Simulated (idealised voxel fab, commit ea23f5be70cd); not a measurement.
Documented hereafter: the process module known as voxel self aligned vias.
It is cross-section cut that appears here, measuring 295 nm in width, its square cells being 5 nm in size.
When this document writes out a cross-section, it uses a grid of square cells and lists it as bands, beginning at the top and moving down, with a band standing for one or more rows of cells.
Band: top and bottom heights (nm) first, top before bottom; then materials from left to right, widths in nm. "edge to edge" marks a sole material filling the band edge to edge. "blank" denotes empty space.
Convention: height 0 is the level below which the wafer, as received, is all one material. The lowest band does not terminate at the bottom but continues downward, represented as "0 down".
Note: "30..40" means the width goes from the first number (top row of the band) to the second number (bottom row) in equal steps per row of cells.
"nothing altered" means the step left every cell of the cross-section as it was.
Each empty space that has no open way to the top and spans at least 8 cells appears under "Closed void register" as width x height at distance, the distance counted from the left edge, all in nm.
after a step's settings: what the simulator itself notes on the step
Regarding "overlay nm": on a step with a mask, it is the distance the mask lay to the right of its planned place; a negative value places it to the left.

-- Process steps - plan
1: RECEIVE with material Si
2: CONFORMAL_DEP with material SiO2, thk nm 10
3: CONFORMAL_DEP with material SiCN, thk nm 5
4: DIRECTIONAL_DEP with material SiO2, thk nm 30
5: MASKED_ETCH with tone open, mask id LINES, width nm 25, pitch nm 65, etch materials SiO2, depth nm 30, overlay nm 0
6: CONFORMAL_DEP with material TiN, thk nm 5
7: FILL_DEP with material W, thk nm 10
8: CMP with height nm 45
9: SELECTIVE_ETCH with etch materials W Ru TiN, depth nm 10
10: FILL_DEP with material SiN, thk nm 5
11: CMP with height nm 45
12: DIRECTIONAL_DEP with material SiO2, thk nm 15
13: PATTERN with tone open, mask id VIAS, material resist, width nm 35, pitch nm 130, thk nm 15, overlay nm 0
14: DIRECTIONAL_ETCH with etch materials SiO2, depth nm 15
15: DIRECTIONAL_ETCH with etch materials SiN, depth nm 10
16: STRIP with etch materials resist
17: CONFORMAL_DEP with material TiN, thk nm 5
18: FILL_DEP with material Ru, thk nm 10
19: CMP with height nm 60
20: CONFORMAL_DEP with material SiCN, thk nm 5

-- As-received wafer cross-section (after step 1)
  0 down | Si edge to edge
  Closed void register: none

-- Figure: cross-sectional view of the wafer upon completion of the module, processed from the initial state and according to the plan depicted above, with one error introduced during execution
  80 to 75 | SiCN edge to edge
  75 to 65 | Ru edge to edge
  65 to 60 | TiN=70 | Ru=25 | TiN=105 | Ru=25 | TiN=70
  60 to 50 | SiO2=65 | TiN=5 | Ru=25 | TiN=5 | SiO2=95 | TiN=5 | Ru=25 | TiN=5 | SiO2=65
  50 to 45 | SiO2=65 | TiN=10 | Ru=15 | TiN=10 | SiO2=95 | TiN=10 | Ru=15 | TiN=10 | SiO2=65
  45 to 40 | SiO2=70 | TiN=5 | Ru=15 | TiN=5 | SiO2=40 | SiN=25 | SiO2=40 | TiN=5 | Ru=15 | TiN=5 | SiO2=70
  40 to 35 | SiO2=70 | TiN=25 | SiO2=40 | SiN=25 | SiO2=40 | TiN=25 | SiO2=70
  35 to 20 | SiO2=70 | TiN=5 | W=15 | TiN=5 | SiO2=40 | TiN=5 | W=15 | TiN=5 | SiO2=40 | TiN=5 | W=15 | TiN=5 | SiO2=70
  20 to 15 | SiO2=70 | TiN=25 | SiO2=40 | TiN=25 | SiO2=40 | TiN=25 | SiO2=70
  15 to 10 | SiCN edge to edge
  10 to 0 | SiO2 edge to edge
  0 down | Si edge to edge
  Closed void register: none
What was the processing mistake? plan step 19: skipped, not run
